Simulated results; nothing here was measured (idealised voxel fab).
Process module in this document: voxel transistor to metal
Square cells of 5 nm make up the cross-section cut, whose width is 205 nm.
The cross-sections in this document take the form of a grid made of square cells. They are written out as bands, in order from top to bottom. Each band consists of one or more rows of cells.
For a band, the entry starts with two heights in nm, that of the top and then that of the bottom, and carries on with the band's materials in order from left to right, each alongside its width in nm; the word "full width" beside a single material means it fills the band edge to edge, and "air" means empty space.
The reference from which all heights are counted is 0, the level beneath which the as-received wafer is entirely one material; the lowest band, having no lower bound, proceeds downward and is written after the example "from 0 down".
Think of "30..40" as a width that walks from the first number to the second as you go down the band, top row to bottom row, taking equal-sized steps from row to row.
For the purposes of this document, the phrase "identical to before" attached to a step denotes that no cell within the cross-section was modified by that step.
Empty spaces without an open route to the top, at least 8 cells in extent, make up the entry "Closed internal cavities"; each is given as width x height at distance, where the distance is measured from the left edge, and all are in nm.
after a step's settings: what the simulator itself notes on the step
"overlay nm" denotes, for a step that has a mask, the displacement of the mask to the right of its planned place, with negative values corresponding to the left.

[Here's what the planned process steps look like]
1) RECEIVE [material Si]
2) CONFORMAL_DEP [material SiO2] [thk nm 5]
3) CONFORMAL_DEP [material SiN] [thk nm 10]
4) MASKED_ETCH [tone cover] [mask id ACTIVE] [width nm 110] [etch materials SiN] [depth nm 10] [overlay nm 0]
5) MASKED_ETCH [tone cover] [mask id ACTIVE] [width nm 110] [etch materials SiO2] [depth nm 5] [overlay nm 0]
6) MASKED_ETCH [tone cover] [mask id ACTIVE] [width nm 110] [etch materials Si] [depth nm 25] [overlay nm 0]
7) FILL_DEP [material SiO2] [thk nm 15]
8) CMP [height nm 15]
9) SELECTIVE_ETCH [etch materials SiO2] [depth nm 5]
10) STRIP [etch materials SiN]
11) SELECTIVE_ETCH [etch materials SiO2] [depth nm 5]
12) OXIDIZE [depth nm 5]
13) DIRECTIONAL_DEP [material polySi] [thk nm 20]
14) DIRECTIONAL_DEP [material SiCN] [thk nm 10]
15) MASKED_ETCH [tone cover] [mask id GATE] [width nm 20] [etch materials SiCN] [depth nm 20] [overlay nm 0]
16) MASKED_ETCH [tone cover] [mask id GATE] [width nm 20] [etch materials polySi] [depth nm 30] [overlay nm 0]
17) CONFORMAL_DEP [material SiN] [thk nm 10]
18) DIRECTIONAL_ETCH [etch materials SiN] [depth nm 10]
19) DIRECTIONAL_ETCH [etch materials SiO2] [depth nm 5]
20) DIRECTIONAL_ETCH [etch materials Si] [depth nm 5]
21) EPI [material SiGe] [thk nm 5]
22) FILL_DEP [material SiO2] [thk nm 5]
23) CMP [height nm 30]
24) DIRECTIONAL_DEP [material SiO2] [thk nm 15]
25) PATTERN [tone open] [mask id CONTACT] [material resist] [width nm 20] [pitch nm 80] [thk nm 15] [overlay nm 0]
26) DIRECTIONAL_ETCH [etch materials SiO2] [depth nm 50]
27) STRIP [etch materials resist]
28) CONFORMAL_DEP [material TiN] [thk nm 5]
29) FILL_DEP [material W] [thk nm 5]
30) CMP [height nm 45]
31) CONFORMAL_DEP [material SiCN] [thk nm 5]
32) DIRECTIONAL_DEP [material lowk] [thk nm 25]
33) MASKED_ETCH [tone open] [mask id METAL_1] [width nm 20] [pitch nm 80] [etch materials lowk] [depth nm 25] [overlay nm 0]
34) MASKED_ETCH [tone open] [mask id METAL_1] [width nm 20] [pitch nm 80] [etch materials SiCN] [depth nm 5] [overlay nm 0]
35) CONFORMAL_DEP [material TiN] [thk nm 5]
36) FILL_DEP [material Cu] [thk nm 10]
37) CMP [height nm 75]
38) CONFORMAL_DEP [material SiCN] [thk nm 5]
39) DIRECTIONAL_DEP [material SiO2] [thk nm 30]
40) MASKED_ETCH [tone open] [mask id METAL_2] [width nm 20] [pitch nm 80] [etch materials SiO2] [depth nm 15] [overlay nm 0]
41) MASKED_ETCH [tone open] [mask id METAL_2_HOLES] [width nm 15] [pitch nm 80] [etch materials SiO2] [depth nm 15] [overlay nm 0]
42) MASKED_ETCH [tone open] [mask id METAL_2_HOLES] [width nm 15] [pitch nm 80] [etch materials SiCN] [depth nm 5] [overlay nm 0]
43) CONFORMAL_DEP [material TiN] [thk nm 5]
44) FILL_DEP [material Cu] [thk nm 10]
45) CMP [height nm 110]
46) CONFORMAL_DEP [material SiCN] [thk nm 5]

[So this is the incoming wafer in cross-section - it's already been through step 1]
> from 0 down: Si full width
> Closed internal cavities: none

[Look at the cross-section after the module: the wafer started out the way shown above and the plan was the one shown above, yet one mistake was made along the way]
> from 115 to 110: SiCN full width
> from 110 to 100: 50 SiO2, then 5 TiN, then 10 Cu, then 5 TiN, then 60 SiO2, then 5 TiN, then 10 Cu, then 5 TiN, then 55 SiO2
> from 100 to 95: 50 SiO2, then 5 TiN, then 5 Cu, then 10 TiN, then 60 SiO2, then 5 TiN, then 5 Cu, then 10 TiN, then 55 SiO2
> from 95 to 80: 50 SiO2, then 5 TiN, then 5 Cu, then 5 TiN, then 65 SiO2, then 5 TiN, then 5 Cu, then 5 TiN, then 60 SiO2
> from 80 to 70: 50 SiCN, then 15..20 TiN, then 65..60 SiCN, then 15..20 TiN, then 60..55 SiCN
> from 70 to 45: lowk full width
> from 45 to 30: 50 SiO2, then 5 TiN, then 10 W, then 5 TiN, then 60 SiO2, then 5 TiN, then 10 W, then 5 TiN, then 55 SiO2
> from 30 to 20: 50 SiO2, then 5 TiN, then 10 W, then 5 TiN, then 10 SiO2, then 10 SiN, then 20 SiCN, then 10 SiN, then 10 SiO2, then 5 TiN, then 10 W, then 5 TiN, then 55 SiO2
> from 20 to 5: 50 SiO2, then 5 TiN, then 10 W, then 5 TiN, then 10 SiO2, then 10 SiN, then 20 polySi, then 10 SiN, then 10 SiO2, then 5 TiN, then 10 W, then 5 TiN, then 55 SiO2
> from 5 to 0: 40 SiO2, then 10 SiN, then 10 TiN, then 5 W, then 5 TiN, then 10 SiO2, then 10 SiN, then 20 polySi, then 10 SiN, then 10 SiO2, then 5 TiN, then 5 W, then 10 TiN, then 10 SiN, then 45 SiO2
> from 0 to -5: 50 SiO2, then 5 SiGe, then 15 TiN, then 5 SiO2, then 5 SiGe, then 40 SiO2, then 5 SiGe, then 5 SiO2, then 15 TiN, then 5 SiGe, then 55 SiO2
> from -5 to -10: 45 SiO2, then 5 Si, then 30 SiGe, then 40 Si, then 30 SiGe, then 5 Si, then 50 SiO2
> from -10 to -25: 45 SiO2, then 110 Si, then 50 SiO2
> from -25 down: Si full width
> Closed internal cavities: none
What broke from the plan during processing? step 31 ran in the slot meant for step 32, and vice versa
